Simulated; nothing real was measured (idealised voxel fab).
You're looking at the process module voxel spacer lines.
In the cross-section labelled cut, the width is 275 nm and each square cell is 5 nm.
Cross-sections here: square-cell grids, written as top-down lists of bands, a band being one or more rows of cells. Read a band's entry like this: the first values are the height of its top and the height of its bottom in nm, and what follows is the sequence of materials from left to right, each with its width in nm. Note that "blank" is empty space, and that a single material marked "throughout" reaches across the band from edge to edge. It should be noted that heights are counted from 0, beneath which the wafer as supplied is of one material throughout, and that the lowest band possesses no lower boundary but continues downward, as written in "0 down". The notation "30..40" denotes a width that varies across the rows of cells in the band, beginning at the first number in the top row, finishing at the second number in the bottom row, and changing by an identical amount from each row to the next. Key: "remained the same" - step with no changed cell in the cross-section. The entry titled "Enclosed voids" provides the empty spaces that have no open way to the top, restricted to those of 8 cells or more. Each is presented as width x height at distance, the distance being measured from the left edge, with all three in nm. If you see something after the settings on a step's line, that's the simulator's own remark about that step. Steps that use a mask can have "overlay nm" on their line. It says how far the mask sat to the right of where it was meant to be. Negative means to the left.

-- Process steps (planned)
| 1 | RECEIVE,material Si |
| 2 | CONFORMAL_DEP,material Al2O3,thk nm 5 |
| 3 | DIRECTIONAL_DEP,material SiN,thk nm 15 |
| 4 | DIRECTIONAL_DEP,material polySi,thk nm 20 |
| 5 | PATTERN,tone cover,mask id MANDREL,material resist,width nm 25,pitch nm 70,thk nm 25,overlay nm 0 |
| 6 | DIRECTIONAL_ETCH,etch materials polySi,depth nm 20 |
| 7 | STRIP,etch materials resist |
| 8 | CONFORMAL_DEP,material SiO2,thk nm 10 |
| 9 | DIRECTIONAL_ETCH,etch materials SiO2,depth nm 10 |
| 10 | STRIP,etch materials polySi |
| 11 | DIRECTIONAL_ETCH,etch materials SiN,depth nm 15 |
| 12 | STRIP,etch materials SiO2 |

-- Delivered wafer in cross-section: state after step 1
- 0 down: Si throughout
- Enclosed voids: none

-- Below is the wafer in cross-section after the module was completed. It began from the starting point shown above and followed the plan shown above, except that one mistake was made while running it
- 20 to 5: 45 blank / 45 SiN / 25 blank / 45 SiN / 25 blank / 45 SiN / 45 blank
- 5 to 0: Al2O3 throughout
- 0 down: Si throughout
- Enclosed voids: none
It is concluded that the wafer was processed incorrectly with respect to the plan, in that step 11 occupied the plan position of step 10, and the converse holds as well
